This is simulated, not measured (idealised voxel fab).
process module | voxel wiring stack
cross-section cut | 195 nm wide | cells 5 nm
A cross-section is a grid of square cells, given in bands from the top down. A band is one or more rows of cells.
Each band's line starts with the height of the band's top and of its bottom, in nm. Then come its materials from left to right, each with its width in nm. One material with "throughout" fills the band from edge to edge. "air" is empty space.
Height 0 is the level under which the wafer as received is all one material. The lowest band goes on downwards, as in "0 down".
A width such as "30 to 40" changes by the same amount from each row of cells to the next, from the band's top row to its bottom row.
"no change" after a step means that no cell of the cross-section changed.
closed voids: empty space of 8 cells or more with no open way to the top, each as width x height at its distance from the left edge, in nm
after a step's settings: what the simulator itself notes on the step
overlay nm, on a step with a mask: how far to the right of its planned place the mask lay; to the left if negative
plan
1 op RECEIVE | material Si
2 op CONFORMAL_DEP | material SiO2 | thk nm 10
3 op DIRECTIONAL_DEP | material TiN | thk nm 5
4 op DIRECTIONAL_DEP | material Ru | thk nm 20
5 op PATTERN | tone cover | mask id METAL_1 | material resist | width nm 30 | pitch nm 45 | thk nm 15 | overlay nm 0
6 op DIRECTIONAL_ETCH | etch materials Ru | depth nm 20
7 op DIRECTIONAL_ETCH | etch materials TiN | depth nm 5
8 op STRIP | etch materials resist
9 op FILL_DEP | material lowk | thk nm 10
10 op CMP | height nm 35
11 op CONFORMAL_DEP | material SiCN | thk nm 5
12 op DIRECTIONAL_DEP | material lowk | thk nm 20
13 op DIRECTIONAL_DEP | material aC | thk nm 15
14 op PATTERN | tone open | mask id PLUG_1 | material resist | width nm 15 | pitch nm 45 | thk nm 35 | overlay nm 0
15 op DIRECTIONAL_ETCH | etch materials aC | depth nm 15
16 op STRIP | etch materials resist
17 op DIRECTIONAL_ETCH | etch materials lowk | depth nm 20
18 op DIRECTIONAL_ETCH | etch materials SiCN | depth nm 5
19 op STRIP | etch materials aC
20 op CONFORMAL_DEP | material TiN | thk nm 5
21 op FILL_DEP | material Ru | thk nm 10
22 op CMP | height nm 60
23 op DIRECTIONAL_DEP | material TiN | thk nm 5
24 op DIRECTIONAL_DEP | material W | thk nm 15
25 op PATTERN | tone cover | mask id METAL_2 | material resist | width nm 30 | pitch nm 45 | thk nm 15 | overlay nm 0
26 op DIRECTIONAL_ETCH | etch materials W | depth nm 15
27 op DIRECTIONAL_ETCH | etch materials TiN | depth nm 5
28 op STRIP | etch materials resist
29 op FILL_DEP | material lowk | thk nm 10
30 op CMP | height nm 80
31 op CONFORMAL_DEP | material SiCN | thk nm 5
32 op DIRECTIONAL_DEP | material SiO2 | thk nm 35
33 op DIRECTIONAL_DEP | material aC | thk nm 10
34 op PATTERN | tone open | mask id METAL_3 | material resist | width nm 30 | pitch nm 45 | thk nm 30 | overlay nm 0
35 op DIRECTIONAL_ETCH | etch materials aC | depth nm 10
36 op STRIP | etch materials resist
37 op DIRECTIONAL_ETCH | etch materials SiO2 | depth nm 20
38 op STRIP | etch materials aC
39 op DIRECTIONAL_DEP | material aC | thk nm 15
40 op PATTERN | tone open | mask id METAL_3_HOLES | material resist | width nm 15 | pitch nm 90 | thk nm 30 | overlay nm 0
41 op DIRECTIONAL_ETCH | etch materials aC | depth nm 15
42 op STRIP | etch materials resist
43 op DIRECTIONAL_ETCH | etch materials SiO2 | depth nm 15
44 op DIRECTIONAL_ETCH | etch materials SiCN | depth nm 5
45 op STRIP | etch materials aC
46 op CONFORMAL_DEP | material TiN | thk nm 5
47 op FILL_DEP | material Ru | thk nm 5
48 op CMP | height nm 120
49 op CONFORMAL_DEP | material SiCN | thk nm 5
first wafer, as planned
as received, after step 1
  0 down: Si throughout
  closed voids: none
after step 2
  10 to 0: SiO2 throughout
  below 0: unchanged
after step 3
  15 to 10: TiN throughout
  below 10: unchanged
after step 4
  35 to 15: Ru throughout
  below 15: unchanged
after step 5
  50 to 35: air 15 | resist 30 | air 15 | resist 30 | air 15 | resist 30 | air 15 | resist 30 | air 15
  below 35: unchanged
after step 6
  50 to 35: air 15 | resist 30 | air 15 | resist 30 | air 15 | resist 30 | air 15 | resist 30 | air 15
  35 to 15: air 15 | Ru 30 | air 15 | Ru 30 | air 15 | Ru 30 | air 15 | Ru 30 | air 15
  below 15: unchanged
after step 7
  50 to 35: air 15 | resist 30 | air 15 | resist 30 | air 15 | resist 30 | air 15 | resist 30 | air 15
  35 to 15: air 15 | Ru 30 | air 15 | Ru 30 | air 15 | Ru 30 | air 15 | Ru 30 | air 15
  15 to 10: air 15 | TiN 30 | air 15 | TiN 30 | air 15 | TiN 30 | air 15 | TiN 30 | air 15
  below 10: unchanged
after step 8
  35 to 15: air 15 | Ru 30 | air 15 | Ru 30 | air 15 | Ru 30 | air 15 | Ru 30 | air 15
  below 15: unchanged
after step 9
  45 to 35: lowk throughout
  35 to 15: lowk 15 | Ru 30 | lowk 15 | Ru 30 | lowk 15 | Ru 30 | lowk 15 | Ru 30 | lowk 15
  15 to 10: lowk 15 | TiN 30 | lowk 15 | TiN 30 | lowk 15 | TiN 30 | lowk 15 | TiN 30 | lowk 15
  below 10: unchanged
after step 10
  35 to 15: lowk 15 | Ru 30 | lowk 15 | Ru 30 | lowk 15 | Ru 30 | lowk 15 | Ru 30 | lowk 15
  below 15: unchanged
after step 11
  40 to 35: SiCN throughout
  below 35: unchanged
after step 12
  60 to 40: lowk throughout
  below 40: unchanged
after step 13
  75 to 60: aC throughout
  below 60: unchanged
after step 14
  110 to 75: resist 15 | air 15 | resist 30 | air 15 | resist 30 | air 15 | resist 30 | air 15 | resist 30
  below 75: unchanged
after step 15
  95 to 75: resist 15 | air 15 | resist 30 | air 15 | resist 30 | air 15 | resist 30 | air 15 | resist 30
  75 to 60: aC 15 | air 15 | aC 30 | air 15 | aC 30 | air 15 | aC 30 | air 15 | aC 30
  below 60: unchanged
after step 16
  75 to 60: aC 15 | air 15 | aC 30 | air 15 | aC 30 | air 15 | aC 30 | air 15 | aC 30
  below 60: unchanged
after step 17
  75 to 60: aC 15 | air 15 | aC 30 | air 15 | aC 30 | air 15 | aC 30 | air 15 | aC 30
  60 to 40: lowk 15 | air 15 | lowk 30 | air 15 | lowk 30 | air 15 | lowk 30 | air 15 | lowk 30
  below 40: unchanged
after step 18
  75 to 60: aC 15 | air 15 | aC 30 | air 15 | aC 30 | air 15 | aC 30 | air 15 | aC 30
  60 to 40: lowk 15 | air 15 | lowk 30 | air 15 | lowk 30 | air 15 | lowk 30 | air 15 | lowk 30
  40 to 35: SiCN 15 | air 15 | SiCN 30 | air 15 | SiCN 30 | air 15 | SiCN 30 | air 15 | SiCN 30
  below 35: unchanged
after step 19
  60 to 40: lowk 15 | air 15 | lowk 30 | air 15 | lowk 30 | air 15 | lowk 30 | air 15 | lowk 30
  below 40: unchanged
after step 20
  65 to 60: TiN 20 | air 5 | TiN 40 | air 5 | TiN 40 | air 5 | TiN 40 | air 5 | TiN 35
  60 to 40: lowk 15 | TiN 5 | air 5 | TiN 5 | lowk 30 | TiN 5 | air 5 | TiN 5 | lowk 30 | TiN 5 | air 5 | TiN 5 | lowk 30 | TiN 5 | air 5 | TiN 5 | lowk 30
  40 to 35: SiCN 15 | TiN 15 | SiCN 30 | TiN 15 | SiCN 30 | TiN 15 | SiCN 30 | TiN 15 | SiCN 30
  below 35: unchanged
after step 21
  75 to 65: Ru throughout
  65 to 60: TiN 20 | Ru 5 | TiN 40 | Ru 5 | TiN 40 | Ru 5 | TiN 40 | Ru 5 | TiN 35
  60 to 40: lowk 15 | TiN 5 | Ru 5 | TiN 5 | lowk 30 | TiN 5 | Ru 5 | TiN 5 | lowk 30 | TiN 5 | Ru 5 | TiN 5 | lowk 30 | TiN 5 | Ru 5 | TiN 5 | lowk 30
  below 40: unchanged
after step 22
  60 to 40: lowk 15 | TiN 5 | Ru 5 | TiN 5 | lowk 30 | TiN 5 | Ru 5 | TiN 5 | lowk 30 | TiN 5 | Ru 5 | TiN 5 | lowk 30 | TiN 5 | Ru 5 | TiN 5 | lowk 30
  below 40: unchanged
after step 23
  65 to 60: TiN throughout
  below 60: unchanged
after step 24
  80 to 65: W throughout
  below 65: unchanged
after step 25
  95 to 80: air 15 | resist 30 | air 15 | resist 30 | air 15 | resist 30 | air 15 | resist 30 | air 15
  below 80: unchanged
after step 26
  95 to 80: air 15 | resist 30 | air 15 | resist 30 | air 15 | resist 30 | air 15 | resist 30 | air 15
  80 to 65: air 15 | W 30 | air 15 | W 30 | air 15 | W 30 | air 15 | W 30 | air 15
  below 65: unchanged
after step 27
  95 to 80: air 15 | resist 30 | air 15 | resist 30 | air 15 | resist 30 | air 15 | resist 30 | air 15
  80 to 65: air 15 | W 30 | air 15 | W 30 | air 15 | W 30 | air 15 | W 30 | air 15
  65 to 60: air 15 | TiN 30 | air 15 | TiN 30 | air 15 | TiN 30 | air 15 | TiN 30 | air 15
  below 60: unchanged
after step 28
  80 to 65: air 15 | W 30 | air 15 | W 30 | air 15 | W 30 | air 15 | W 30 | air 15
  below 65: unchanged
after step 29
  90 to 80: lowk throughout
  80 to 65: lowk 15 | W 30 | lowk 15 | W 30 | lowk 15 | W 30 | lowk 15 | W 30 | lowk 15
  65 to 60: lowk 15 | TiN 30 | lowk 15 | TiN 30 | lowk 15 | TiN 30 | lowk 15 | TiN 30 | lowk 15
  below 60: unchanged
after step 30
  80 to 65: lowk 15 | W 30 | lowk 15 | W 30 | lowk 15 | W 30 | lowk 15 | W 30 | lowk 15
  below 65: unchanged
after step 31
  85 to 80: SiCN throughout
  below 80: unchanged
after step 32
  120 to 85: SiO2 throughout
  below 85: unchanged
after step 33
  130 to 120: aC throughout
  below 120: unchanged
after step 34
  160 to 130: resist 15 | air 30 | resist 15 | air 30 | resist 15 | air 30 | resist 15 | air 30 | resist 15
  below 130: unchanged
after step 35
  150 to 130: resist 15 | air 30 | resist 15 | air 30 | resist 15 | air 30 | resist 15 | air 30 | resist 15
  130 to 120: aC 15 | air 30 | aC 15 | air 30 | aC 15 | air 30 | aC 15 | air 30 | aC 15
  below 120: unchanged
after step 36
  130 to 120: aC 15 | air 30 | aC 15 | air 30 | aC 15 | air 30 | aC 15 | air 30 | aC 15
  below 120: unchanged
after step 37
  130 to 120: aC 15 | air 30 | aC 15 | air 30 | aC 15 | air 30 | aC 15 | air 30 | aC 15
  120 to 100: SiO2 15 | air 30 | SiO2 15 | air 30 | SiO2 15 | air 30 | SiO2 15 | air 30 | SiO2 15
  below 100: unchanged
after step 38
  120 to 100: SiO2 15 | air 30 | SiO2 15 | air 30 | SiO2 15 | air 30 | SiO2 15 | air 30 | SiO2 15
  below 100: unchanged
after step 39
  135 to 120: aC 15 | air 30 | aC 15 | air 30 | aC 15 | air 30 | aC 15 | air 30 | aC 15
  120 to 115: SiO2 15 | air 30 | SiO2 15 | air 30 | SiO2 15 | air 30 | SiO2 15 | air 30 | SiO2 15
  115 to 100: SiO2 15 | aC 30 | SiO2 15 | aC 30 | SiO2 15 | aC 30 | SiO2 15 | aC 30 | SiO2 15
  below 100: unchanged
after step 40
  165 to 135: resist 15 | air 15 | resist 75 | air 15 | resist 75
  135 to 120: aC 15 | air 15 | resist 15 | aC 15 | resist 30 | aC 15 | air 15 | resist 15 | aC 15 | resist 30 | aC 15
  120 to 115: SiO2 15 | air 15 | resist 15 | SiO2 15 | resist 30 | SiO2 15 | air 15 | resist 15 | SiO2 15 | resist 30 | SiO2 15
  below 115: unchanged
after step 41
  150 to 135: resist 15 | air 15 | resist 75 | air 15 | resist 75
  135 to 120: aC 15 | air 15 | resist 15 | aC 15 | resist 30 | aC 15 | air 15 | resist 15 | aC 15 | resist 30 | aC 15
  120 to 115: SiO2 15 | air 15 | resist 15 | SiO2 15 | resist 30 | SiO2 15 | air 15 | resist 15 | SiO2 15 | resist 30 | SiO2 15
  115 to 100: SiO2 15 | air 15 | aC 15 | SiO2 15 | aC 30 | SiO2 15 | air 15 | aC 15 | SiO2 15 | aC 30 | SiO2 15
  below 100: unchanged
after step 42
  135 to 120: aC 15 | air 30 | aC 15 | air 30 | aC 15 | air 30 | aC 15 | air 30 | aC 15
  120 to 115: SiO2 15 | air 30 | SiO2 15 | air 30 | SiO2 15 | air 30 | SiO2 15 | air 30 | SiO2 15
  below 115: unchanged
after step 43
  135 to 120: aC 15 | air 30 | aC 15 | air 30 | aC 15 | air 30 | aC 15 | air 30 | aC 15
  120 to 115: SiO2 15 | air 30 | SiO2 15 | air 30 | SiO2 15 | air 30 | SiO2 15 | air 30 | SiO2 15
  115 to 100: SiO2 15 | air 15 | aC 15 | SiO2 15 | aC 30 | SiO2 15 | air 15 | aC 15 | SiO2 15 | aC 30 | SiO2 15
  100 to 85: SiO2 15 | air 15 | SiO2 75 | air 15 | SiO2 75
  below 85: unchanged
after step 44
  135 to 120: aC 15 | air 30 | aC 15 | air 30 | aC 15 | air 30 | aC 15 | air 30 | aC 15
  120 to 115: SiO2 15 | air 30 | SiO2 15 | air 30 | SiO2 15 | air 30 | SiO2 15 | air 30 | SiO2 15
  115 to 100: SiO2 15 | air 15 | aC 15 | SiO2 15 | aC 30 | SiO2 15 | air 15 | aC 15 | SiO2 15 | aC 30 | SiO2 15
  100 to 85: SiO2 15 | air 15 | SiO2 75 | air 15 | SiO2 75
  85 to 80: SiCN 15 | air 15 | SiCN 75 | air 15 | SiCN 75
  below 80: unchanged
after step 45
  120 to 100: SiO2 15 | air 30 | SiO2 15 | air 30 | SiO2 15 | air 30 | SiO2 15 | air 30 | SiO2 15
  below 100: unchanged
after step 46
  125 to 120: TiN 20 | air 20 | TiN 25 | air 20 | TiN 25 | air 20 | TiN 25 | air 20 | TiN 20
  120 to 105: SiO2 15 | TiN 5 | air 20 | TiN 5 | SiO2 15 | TiN 5 | air 20 | TiN 5 | SiO2 15 | TiN 5 | air 20 | TiN 5 | SiO2 15 | TiN 5 | air 20 | TiN 5 | SiO2 15
  105 to 100: SiO2 15 | TiN 5 | air 5 | TiN 20 | SiO2 15 | TiN 30 | SiO2 15 | TiN 5 | air 5 | TiN 20 | SiO2 15 | TiN 30 | SiO2 15
  100 to 85: SiO2 15 | TiN 5 | air 5 | TiN 5 | SiO2 75 | TiN 5 | air 5 | TiN 5 | SiO2 75
  85 to 80: SiCN 15 | TiN 15 | SiCN 75 | TiN 15 | SiCN 75
  below 80: unchanged
after step 47
  130 to 125: Ru throughout
  125 to 120: TiN 20 | Ru 20 | TiN 25 | Ru 20 | TiN 25 | Ru 20 | TiN 25 | Ru 20 | TiN 20
  120 to 105: SiO2 15 | TiN 5 | Ru 20 | TiN 5 | SiO2 15 | TiN 5 | Ru 20 | TiN 5 | SiO2 15 | TiN 5 | Ru 20 | TiN 5 | SiO2 15 | TiN 5 | Ru 20 | TiN 5 | SiO2 15
  105 to 100: SiO2 15 | TiN 5 | Ru 5 | TiN 20 | SiO2 15 | TiN 30 | SiO2 15 | TiN 5 | Ru 5 | TiN 20 | SiO2 15 | TiN 30 | SiO2 15
  100 to 85: SiO2 15 | TiN 5 | Ru 5 | TiN 5 | SiO2 75 | TiN 5 | Ru 5 | TiN 5 | SiO2 75
  below 85: unchanged
after step 48
  120 to 105: SiO2 15 | TiN 5 | Ru 20 | TiN 5 | SiO2 15 | TiN 5 | Ru 20 | TiN 5 | SiO2 15 | TiN 5 | Ru 20 | TiN 5 | SiO2 15 | TiN 5 | Ru 20 | TiN 5 | SiO2 15
  below 105: unchanged
after step 49
  125 to 120: SiCN throughout
  below 120: unchanged
second wafer: like start, like plan, one mistake. Through step 9 it matches the first wafer
when step 10 should have ended
  30 to 15: lowk 15 | Ru 30 | lowk 15 | Ru 30 | lowk 15 | Ru 30 | lowk 15 | Ru 30 | lowk 15
  below 15: unchanged
when step 11 should have ended
  35 to 30: SiCN throughout
  below 30: unchanged
when step 12 should have ended
  55 to 35: lowk throughout
  below 35: unchanged
when step 13 should have ended
  70 to 55: aC throughout
  below 55: unchanged
when step 14 should have ended
  105 to 70: resist 15 | air 15 | resist 30 | air 15 | resist 30 | air 15 | resist 30 | air 15 | resist 30
  below 70: unchanged
when step 15 should have ended
  90 to 70: resist 15 | air 15 | resist 30 | air 15 | resist 30 | air 15 | resist 30 | air 15 | resist 30
  70 to 55: aC 15 | air 15 | aC 30 | air 15 | aC 30 | air 15 | aC 30 | air 15 | aC 30
  below 55: unchanged
when step 16 should have ended
  70 to 55: aC 15 | air 15 | aC 30 | air 15 | aC 30 | air 15 | aC 30 | air 15 | aC 30
  below 55: unchanged
when step 17 should have ended
  70 to 55: aC 15 | air 15 | aC 30 | air 15 | aC 30 | air 15 | aC 30 | air 15 | aC 30
  55 to 35: lowk 15 | air 15 | lowk 30 | air 15 | lowk 30 | air 15 | lowk 30 | air 15 | lowk 30
  below 35: unchanged
when step 18 should have ended
  70 to 55: aC 15 | air 15 | aC 30 | air 15 | aC 30 | air 15 | aC 30 | air 15 | aC 30
  55 to 35: lowk 15 | air 15 | lowk 30 | air 15 | lowk 30 | air 15 | lowk 30 | air 15 | lowk 30
  35 to 30: SiCN 15 | air 15 | SiCN 30 | air 15 | SiCN 30 | air 15 | SiCN 30 | air 15 | SiCN 30
  below 30: unchanged
when step 19 should have ended
  55 to 35: lowk 15 | air 15 | lowk 30 | air 15 | lowk 30 | air 15 | lowk 30 | air 15 | lowk 30
  below 35: unchanged
when step 20 should have ended
  60 to 55: TiN 20 | air 5 | TiN 40 | air 5 | TiN 40 | air 5 | TiN 40 | air 5 | TiN 35
  55 to 35: lowk 15 | TiN 5 | air 5 | TiN 5 | lowk 30 | TiN 5 | air 5 | TiN 5 | lowk 30 | TiN 5 | air 5 | TiN 5 | lowk 30 | TiN 5 | air 5 | TiN 5 | lowk 30
  35 to 30: SiCN 15 | TiN 15 | SiCN 30 | TiN 15 | SiCN 30 | TiN 15 | SiCN 30 | TiN 15 | SiCN 30
  below 30: unchanged
when step 21 should have ended
  70 to 60: Ru throughout
  60 to 55: TiN 20 | Ru 5 | TiN 40 | Ru 5 | TiN 40 | Ru 5 | TiN 40 | Ru 5 | TiN 35
  55 to 35: lowk 15 | TiN 5 | Ru 5 | TiN 5 | lowk 30 | TiN 5 | Ru 5 | TiN 5 | lowk 30 | TiN 5 | Ru 5 | TiN 5 | lowk 30 | TiN 5 | Ru 5 | TiN 5 | lowk 30
  below 35: unchanged
when step 22 should have ended
  60 to 55: TiN 20 | Ru 5 | TiN 40 | Ru 5 | TiN 40 | Ru 5 | TiN 40 | Ru 5 | TiN 35
  below 55: unchanged
when step 23 should have ended
  65 to 60: TiN throughout
  below 60: unchanged
when step 24 should have ended
  80 to 65: W throughout
  below 65: unchanged
when step 25 should have ended
  95 to 80: air 15 | resist 30 | air 15 | resist 30 | air 15 | resist 30 | air 15 | resist 30 | air 15
  below 80: unchanged
when step 26 should have ended
  95 to 80: air 15 | resist 30 | air 15 | resist 30 | air 15 | resist 30 | air 15 | resist 30 | air 15
  80 to 65: air 15 | W 30 | air 15 | W 30 | air 15 | W 30 | air 15 | W 30 | air 15
  below 65: unchanged
when step 27 should have ended
  95 to 80: air 15 | resist 30 | air 15 | resist 30 | air 15 | resist 30 | air 15 | resist 30 | air 15
  80 to 65: air 15 | W 30 | air 15 | W 30 | air 15 | W 30 | air 15 | W 30 | air 15
  65 to 60: air 15 | TiN 30 | air 15 | TiN 30 | air 15 | TiN 30 | air 15 | TiN 30 | air 15
  below 60: unchanged
when step 28 should have ended
  80 to 65: air 15 | W 30 | air 15 | W 30 | air 15 | W 30 | air 15 | W 30 | air 15
  below 65: unchanged
when step 29 should have ended
  90 to 80: lowk throughout
  80 to 65: lowk 15 | W 30 | lowk 15 | W 30 | lowk 15 | W 30 | lowk 15 | W 30 | lowk 15
  65 to 60: lowk 15 | TiN 30 | lowk 15 | TiN 30 | lowk 15 | TiN 30 | lowk 15 | TiN 30 | lowk 15
  below 60: unchanged
when step 30 should have ended
  80 to 65: lowk 15 | W 30 | lowk 15 | W 30 | lowk 15 | W 30 | lowk 15 | W 30 | lowk 15
  below 65: unchanged
when step 31 should have ended
  85 to 80: SiCN throughout
  below 80: unchanged
when step 32 should have ended
  120 to 85: SiO2 throughout
  below 85: unchanged
when step 33 should have ended
  130 to 120: aC throughout
  below 120: unchanged
when step 34 should have ended
  160 to 130: resist 15 | air 30 | resist 15 | air 30 | resist 15 | air 30 | resist 15 | air 30 | resist 15
  below 130: unchanged
when step 35 should have ended
  150 to 130: resist 15 | air 30 | resist 15 | air 30 | resist 15 | air 30 | resist 15 | air 30 | resist 15
  130 to 120: aC 15 | air 30 | aC 15 | air 30 | aC 15 | air 30 | aC 15 | air 30 | aC 15
  below 120: unchanged
when step 36 should have ended
  130 to 120: aC 15 | air 30 | aC 15 | air 30 | aC 15 | air 30 | aC 15 | air 30 | aC 15
  below 120: unchanged
when step 37 should have ended
  130 to 120: aC 15 | air 30 | aC 15 | air 30 | aC 15 | air 30 | aC 15 | air 30 | aC 15
  120 to 100: SiO2 15 | air 30 | SiO2 15 | air 30 | SiO2 15 | air 30 | SiO2 15 | air 30 | SiO2 15
  below 100: unchanged
when step 38 should have ended
  120 to 100: SiO2 15 | air 30 | SiO2 15 | air 30 | SiO2 15 | air 30 | SiO2 15 | air 30 | SiO2 15
  below 100: unchanged
when step 39 should have ended
  135 to 120: aC 15 | air 30 | aC 15 | air 30 | aC 15 | air 30 | aC 15 | air 30 | aC 15
  120 to 115: SiO2 15 | air 30 | SiO2 15 | air 30 | SiO2 15 | air 30 | SiO2 15 | air 30 | SiO2 15
  115 to 100: SiO2 15 | aC 30 | SiO2 15 | aC 30 | SiO2 15 | aC 30 | SiO2 15 | aC 30 | SiO2 15
  below 100: unchanged
when step 40 should have ended
  165 to 135: resist 15 | air 15 | resist 75 | air 15 | resist 75
  135 to 120: aC 15 | air 15 | resist 15 | aC 15 | resist 30 | aC 15 | air 15 | resist 15 | aC 15 | resist 30 | aC 15
  120 to 115: SiO2 15 | air 15 | resist 15 | SiO2 15 | resist 30 | SiO2 15 | air 15 | resist 15 | SiO2 15 | resist 30 | SiO2 15
  below 115: unchanged
when step 41 should have ended
  150 to 135: resist 15 | air 15 | resist 75 | air 15 | resist 75
  135 to 120: aC 15 | air 15 | resist 15 | aC 15 | resist 30 | aC 15 | air 15 | resist 15 | aC 15 | resist 30 | aC 15
  120 to 115: SiO2 15 | air 15 | resist 15 | SiO2 15 | resist 30 | SiO2 15 | air 15 | resist 15 | SiO2 15 | resist 30 | SiO2 15
  115 to 100: SiO2 15 | air 15 | aC 15 | SiO2 15 | aC 30 | SiO2 15 | air 15 | aC 15 | SiO2 15 | aC 30 | SiO2 15
  below 100: unchanged
when step 42 should have ended
  135 to 120: aC 15 | air 30 | aC 15 | air 30 | aC 15 | air 30 | aC 15 | air 30 | aC 15
  120 to 115: SiO2 15 | air 30 | SiO2 15 | air 30 | SiO2 15 | air 30 | SiO2 15 | air 30 | SiO2 15
  below 115: unchanged
when step 43 should have ended
  135 to 120: aC 15 | air 30 | aC 15 | air 30 | aC 15 | air 30 | aC 15 | air 30 | aC 15
  120 to 115: SiO2 15 | air 30 | SiO2 15 | air 30 | SiO2 15 | air 30 | SiO2 15 | air 30 | SiO2 15
  115 to 100: SiO2 15 | air 15 | aC 15 | SiO2 15 | aC 30 | SiO2 15 | air 15 | aC 15 | SiO2 15 | aC 30 | SiO2 15
  100 to 85: SiO2 15 | air 15 | SiO2 75 | air 15 | SiO2 75
  below 85: unchanged
when step 44 should have ended
  135 to 120: aC 15 | air 30 | aC 15 | air 30 | aC 15 | air 30 | aC 15 | air 30 | aC 15
  120 to 115: SiO2 15 | air 30 | SiO2 15 | air 30 | SiO2 15 | air 30 | SiO2 15 | air 30 | SiO2 15
  115 to 100: SiO2 15 | air 15 | aC 15 | SiO2 15 | aC 30 | SiO2 15 | air 15 | aC 15 | SiO2 15 | aC 30 | SiO2 15
  100 to 85: SiO2 15 | air 15 | SiO2 75 | air 15 | SiO2 75
  85 to 80: SiCN 15 | air 15 | SiCN 75 | air 15 | SiCN 75
  below 80: unchanged
when step 45 should have ended
  120 to 100: SiO2 15 | air 30 | SiO2 15 | air 30 | SiO2 15 | air 30 | SiO2 15 | air 30 | SiO2 15
  below 100: unchanged
when step 46 should have ended
  125 to 120: TiN 20 | air 20 | TiN 25 | air 20 | TiN 25 | air 20 | TiN 25 | air 20 | TiN 20
  120 to 105: SiO2 15 | TiN 5 | air 20 | TiN 5 | SiO2 15 | TiN 5 | air 20 | TiN 5 | SiO2 15 | TiN 5 | air 20 | TiN 5 | SiO2 15 | TiN 5 | air 20 | TiN 5 | SiO2 15
  105 to 100: SiO2 15 | TiN 5 | air 5 | TiN 20 | SiO2 15 | TiN 30 | SiO2 15 | TiN 5 | air 5 | TiN 20 | SiO2 15 | TiN 30 | SiO2 15
  100 to 85: SiO2 15 | TiN 5 | air 5 | TiN 5 | SiO2 75 | TiN 5 | air 5 | TiN 5 | SiO2 75
  85 to 80: SiCN 15 | TiN 15 | SiCN 75 | TiN 15 | SiCN 75
  below 80: unchanged
when step 47 should have ended
  130 to 125: Ru throughout
  125 to 120: TiN 20 | Ru 20 | TiN 25 | Ru 20 | TiN 25 | Ru 20 | TiN 25 | Ru 20 | TiN 20
  120 to 105: SiO2 15 | TiN 5 | Ru 20 | TiN 5 | SiO2 15 | TiN 5 | Ru 20 | TiN 5 | SiO2 15 | TiN 5 | Ru 20 | TiN 5 | SiO2 15 | TiN 5 | Ru 20 | TiN 5 | SiO2 15
  105 to 100: SiO2 15 | TiN 5 | Ru 5 | TiN 20 | SiO2 15 | TiN 30 | SiO2 15 | TiN 5 | Ru 5 | TiN 20 | SiO2 15 | TiN 30 | SiO2 15
  100 to 85: SiO2 15 | TiN 5 | Ru 5 | TiN 5 | SiO2 75 | TiN 5 | Ru 5 | TiN 5 | SiO2 75
  below 85: unchanged
when step 48 should have ended
  120 to 105: SiO2 15 | TiN 5 | Ru 20 | TiN 5 | SiO2 15 | TiN 5 | Ru 20 | TiN 5 | SiO2 15 | TiN 5 | Ru 20 | TiN 5 | SiO2 15 | TiN 5 | Ru 20 | TiN 5 | SiO2 15
  below 105: unchanged
when step 49 should have ended
  125 to 120: SiCN throughout
  below 120: unchanged
what went wrong: step 10 ran as: op CMP | height nm 30
at the end the second wafer has, in cells: 20 fewer of Ru | 35 more of TiN | 15 fewer of lowk
